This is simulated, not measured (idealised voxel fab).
Process module name: voxel self aligned vias
For reference, the cross-section in this document is cut, with width 285 nm and square cells of 5 nm.
Throughout this document, each cross-section is represented as a grid of square cells and is presented as a sequence of bands enumerated from the top downward, where a band comprises one or more rows of cells. Per band: top height and bottom height in nm, followed by the left-to-right materials and their widths in nm; "everywhere" marks a single material spanning edge to edge, "air" marks empty space. Heights from 0 (as-received wafer is one material below). Bottom band endless downward, as "z 0 and below". With a width like "30->40", each row of cells in the band differs from the next by the same amount, the top row carrying the first number and the bottom row the second. Key: "nothing was modified" - step with no changed cell in the cross-section. Any empty space of 8 cells or more lacking an open way to the top shows up in "Voids, sealed" as width x height at distance, distance from the left edge, in nm. Heads up: the bit after the settings on a step's line is the simulator's remark on that step. You can add "overlay nm" to a step's line. For a step with a mask, it describes how far the mask lay to the right of its planned position, and a negative number describes a lay to the left.
-- plan
step 1: RECEIVE with material Si
step 2: CONFORMAL_DEP with material SiO2, thk nm 15
step 3: CONFORMAL_DEP with material SiCN, thk nm 5
step 4: DIRECTIONAL_DEP with material SiO2, thk nm 25
step 5: DIRECTIONAL_DEP with material aC, thk nm 10
step 6: PATTERN with tone open, mask id LINES, material resist, width nm 20, pitch nm 55, thk nm 30, overlay nm 0
step 7: DIRECTIONAL_ETCH with etch materials aC, depth nm 10
step 8: STRIP with etch materials resist
step 9: DIRECTIONAL_ETCH with etch materials SiO2, depth nm 25
step 10: STRIP with etch materials aC
step 11: CONFORMAL_DEP with material TiN, thk nm 5
step 12: FILL_DEP with material Ru, thk nm 5
step 13: CMP with height nm 45
step 14: SELECTIVE_ETCH with etch materials W Ru TiN, depth nm 10
step 15: FILL_DEP with material SiN, thk nm 10
step 16: CMP with height nm 45
step 17: DIRECTIONAL_DEP with material SiO2, thk nm 20
step 18: PATTERN with tone open, mask id VIAS, material resist, width nm 30, pitch nm 55, thk nm 15, overlay nm 0
step 19: DIRECTIONAL_ETCH with etch materials SiO2, depth nm 20
step 20: DIRECTIONAL_ETCH with etch materials SiN, depth nm 10
step 21: STRIP with etch materials resist
step 22: CONFORMAL_DEP with material TiN, thk nm 5
step 23: FILL_DEP with material W, thk nm 10
step 24: CMP with height nm 65
step 25: CONFORMAL_DEP with material SiN, thk nm 5
-- Of two wafers, the first: run according to plan
-- Received-state cross-section, reflecting completion of step 1
- z 0 and below: Si everywhere
- Voids, sealed: none
-- after step 2
- z 15 to 0: SiO2 everywhere
- Everything below 0 is unchanged.
-- after step 3
- z 20 to 15: SiCN everywhere
- Everything below 15 is unchanged.
-- after step 4
- z 45 to 20: SiO2 everywhere
- Everything below 20 is unchanged.
-- after step 5
- z 55 to 45: aC everywhere
- Everything below 45 is unchanged.
-- after step 6
- z 85 to 55: resist (75)  air (20)  resist (35)  air (20)  resist (35)  air (20)  resist (80)
- Everything below 55 is unchanged.
-- after step 7
- z 75 to 55: resist (75)  air (20)  resist (35)  air (20)  resist (35)  air (20)  resist (80)
- z 55 to 45: aC (75)  air (20)  aC (35)  air (20)  aC (35)  air (20)  aC (80)
- Everything below 45 is unchanged.
-- after step 8
- z 55 to 45: aC (75)  air (20)  aC (35)  air (20)  aC (35)  air (20)  aC (80)
- Everything below 45 is unchanged.
-- after step 9
- z 55 to 45: aC (75)  air (20)  aC (35)  air (20)  aC (35)  air (20)  aC (80)
- z 45 to 20: SiO2 (75)  air (20)  SiO2 (35)  air (20)  SiO2 (35)  air (20)  SiO2 (80)
- Everything below 20 is unchanged.
-- after step 10
- z 45 to 20: SiO2 (75)  air (20)  SiO2 (35)  air (20)  SiO2 (35)  air (20)  SiO2 (80)
- Everything below 20 is unchanged.
-- after step 11
- z 50 to 45: TiN (80)  air (10)  TiN (45)  air (10)  TiN (45)  air (10)  TiN (85)
- z 45 to 25: SiO2 (75)  TiN (5)  air (10)  TiN (5)  SiO2 (35)  TiN (5)  air (10)  TiN (5)  SiO2 (35)  TiN (5)  air (10)  TiN (5)  SiO2 (80)
- z 25 to 20: SiO2 (75)  TiN (20)  SiO2 (35)  TiN (20)  SiO2 (35)  TiN (20)  SiO2 (80)
- Everything below 20 is unchanged.
-- after step 12
- z 55 to 50: Ru everywhere
- z 50 to 45: TiN (80)  Ru (10)  TiN (45)  Ru (10)  TiN (45)  Ru (10)  TiN (85)
- z 45 to 25: SiO2 (75)  TiN (5)  Ru (10)  TiN (5)  SiO2 (35)  TiN (5)  Ru (10)  TiN (5)  SiO2 (35)  TiN (5)  Ru (10)  TiN (5)  SiO2 (80)
- Everything below 25 is unchanged.
-- after step 13
- z 45 to 25: SiO2 (75)  TiN (5)  Ru (10)  TiN (5)  SiO2 (35)  TiN (5)  Ru (10)  TiN (5)  SiO2 (35)  TiN (5)  Ru (10)  TiN (5)  SiO2 (80)
- Everything below 25 is unchanged.
-- after step 14
- z 45 to 35: SiO2 (75)  air (20)  SiO2 (35)  air (20)  SiO2 (35)  air (20)  SiO2 (80)
- Everything below 35 is unchanged.
-- after step 15
- z 55 to 45: SiN everywhere
- z 45 to 35: SiO2 (75)  SiN (20)  SiO2 (35)  SiN (20)  SiO2 (35)  SiN (20)  SiO2 (80)
- Everything below 35 is unchanged.
-- after step 16
- z 45 to 35: SiO2 (75)  SiN (20)  SiO2 (35)  SiN (20)  SiO2 (35)  SiN (20)  SiO2 (80)
- Everything below 35 is unchanged.
-- after step 17
- z 65 to 45: SiO2 everywhere
- Everything below 45 is unchanged.
-- after step 18
- z 80 to 65: resist (70)  air (30)  resist (25)  air (30)  resist (25)  air (30)  resist (75)
- Everything below 65 is unchanged.
-- after step 19
- z 80 to 65: resist (70)  air (30)  resist (25)  air (30)  resist (25)  air (30)  resist (75)
- z 65 to 45: SiO2 (70)  air (30)  SiO2 (25)  air (30)  SiO2 (25)  air (30)  SiO2 (75)
- Everything below 45 is unchanged.
-- after step 20
- z 80 to 65: resist (70)  air (30)  resist (25)  air (30)  resist (25)  air (30)  resist (75)
- z 65 to 45: SiO2 (70)  air (30)  SiO2 (25)  air (30)  SiO2 (25)  air (30)  SiO2 (75)
- z 45 to 35: SiO2 (75)  air (20)  SiO2 (35)  air (20)  SiO2 (35)  air (20)  SiO2 (80)
- Everything below 35 is unchanged.
-- after step 21
- z 65 to 45: SiO2 (70)  air (30)  SiO2 (25)  air (30)  SiO2 (25)  air (30)  SiO2 (75)
- Everything below 45 is unchanged.
-- after step 22
- z 70 to 65: TiN (75)  air (20)  TiN (35)  air (20)  TiN (35)  air (20)  TiN (80)
- z 65 to 50: SiO2 (70)  TiN (5)  air (20)  TiN (5)  SiO2 (25)  TiN (5)  air (20)  TiN (5)  SiO2 (25)  TiN (5)  air (20)  TiN (5)  SiO2 (75)
- z 50 to 40: SiO2 (70->75)  TiN (10->5)  air (10)  TiN (10->5)  SiO2 (25->35)  TiN (10->5)  air (10)  TiN (10->5)  SiO2 (25->35)  TiN (10->5)  air (10)  TiN (10->5)  SiO2 (75->80)
- z 40 to 35: SiO2 (75)  TiN (20)  SiO2 (35)  TiN (20)  SiO2 (35)  TiN (20)  SiO2 (80)
- Everything below 35 is unchanged.
-- after step 23
- z 80 to 70: W everywhere
- z 70 to 65: TiN (75)  W (20)  TiN (35)  W (20)  TiN (35)  W (20)  TiN (80)
- z 65 to 50: SiO2 (70)  TiN (5)  W (20)  TiN (5)  SiO2 (25)  TiN (5)  W (20)  TiN (5)  SiO2 (25)  TiN (5)  W (20)  TiN (5)  SiO2 (75)
- z 50 to 40: SiO2 (70->75)  TiN (10->5)  W (10)  TiN (10->5)  SiO2 (25->35)  TiN (10->5)  W (10)  TiN (10->5)  SiO2 (25->35)  TiN (10->5)  W (10)  TiN (10->5)  SiO2 (75->80)
- Everything below 40 is unchanged.
-- after step 24
- z 65 to 50: SiO2 (70)  TiN (5)  W (20)  TiN (5)  SiO2 (25)  TiN (5)  W (20)  TiN (5)  SiO2 (25)  TiN (5)  W (20)  TiN (5)  SiO2 (75)
- Everything below 50 is unchanged.
-- after step 25
- z 70 to 65: SiN everywhere
- Everything below 65 is unchanged.
-- Wafer two. Same start, same plan, one slip in execution. Same as wafer one through step 17, inclusive
-- Second wafer cross-section, taken as of the time the plan sets for step 18 to be done
- z 80 to 65: resist (75)  air (25)  resist (30)  air (25)  resist (30)  air (25)  resist (75)
- Everything below 65 is unchanged.
-- Second wafer cross-section, taken as of the time the plan sets for step 19 to be done
- z 80 to 65: resist (75)  air (25)  resist (30)  air (25)  resist (30)  air (25)  resist (75)
- z 65 to 45: SiO2 (75)  air (25)  SiO2 (30)  air (25)  SiO2 (30)  air (25)  SiO2 (75)
- Everything below 45 is unchanged.
-- Second wafer cross-section, taken as of the time the plan sets for step 20 to be done
- z 80 to 65: resist (75)  air (25)  resist (30)  air (25)  resist (30)  air (25)  resist (75)
- z 65 to 45: SiO2 (75)  air (25)  SiO2 (30)  air (25)  SiO2 (30)  air (25)  SiO2 (75)
- z 45 to 35: SiO2 (75)  air (20)  SiO2 (35)  air (20)  SiO2 (35)  air (20)  SiO2 (80)
- Everything below 35 is unchanged.
-- Second wafer cross-section, taken as of the time the plan sets for step 21 to be done
- z 65 to 45: SiO2 (75)  air (25)  SiO2 (30)  air (25)  SiO2 (30)  air (25)  SiO2 (75)
- Everything below 45 is unchanged.
-- Second wafer cross-section, taken as of the time the plan sets for step 22 to be done
- z 70 to 65: TiN (80)  air (15)  TiN (40)  air (15)  TiN (40)  air (15)  TiN (80)
- z 65 to 50: SiO2 (75)  TiN (5)  air (15)  TiN (5)  SiO2 (30)  TiN (5)  air (15)  TiN (5)  SiO2 (30)  TiN (5)  air (15)  TiN (5)  SiO2 (75)
- z 50 to 40: SiO2 (75)  TiN (5)  air (10)  TiN (10->5)  SiO2 (30->35)  TiN (5)  air (10)  TiN (10->5)  SiO2 (30->35)  TiN (5)  air (10)  TiN (10->5)  SiO2 (75->80)
- z 40 to 35: SiO2 (75)  TiN (20)  SiO2 (35)  TiN (20)  SiO2 (35)  TiN (20)  SiO2 (80)
- Everything below 35 is unchanged.
-- Second wafer cross-section, taken as of the time the plan sets for step 23 to be done
- z 80 to 70: W everywhere
- z 70 to 65: TiN (80)  W (15)  TiN (40)  W (15)  TiN (40)  W (15)  TiN (80)
- z 65 to 50: SiO2 (75)  TiN (5)  W (15)  TiN (5)  SiO2 (30)  TiN (5)  W (15)  TiN (5)  SiO2 (30)  TiN (5)  W (15)  TiN (5)  SiO2 (75)
- z 50 to 40: SiO2 (75)  TiN (5)  W (10)  TiN (10->5)  SiO2 (30->35)  TiN (5)  W (10)  TiN (10->5)  SiO2 (30->35)  TiN (5)  W (10)  TiN (10->5)  SiO2 (75->80)
- Everything below 40 is unchanged.
-- Second wafer cross-section, taken as of the time the plan sets for step 24 to be done
- z 65 to 50: SiO2 (75)  TiN (5)  W (15)  TiN (5)  SiO2 (30)  TiN (5)  W (15)  TiN (5)  SiO2 (30)  TiN (5)  W (15)  TiN (5)  SiO2 (75)
- Everything below 50 is unchanged.
-- Second wafer cross-section, taken as of the time the plan sets for step 25 to be done
- z 70 to 65: SiN everywhere
- Everything below 65 is unchanged.
Deviation noted in wafer processing: step 18 did not happen as planned, as run it was PATTERN with tone open, mask id VIAS, material resist, width nm 25, pitch nm 55, thk nm 15, overlay nm 0
Wafer comparison, final, in cells, second relative to first, materials more or fewer: 12 more of SiO2, 3 fewer of TiN, 9 fewer of W
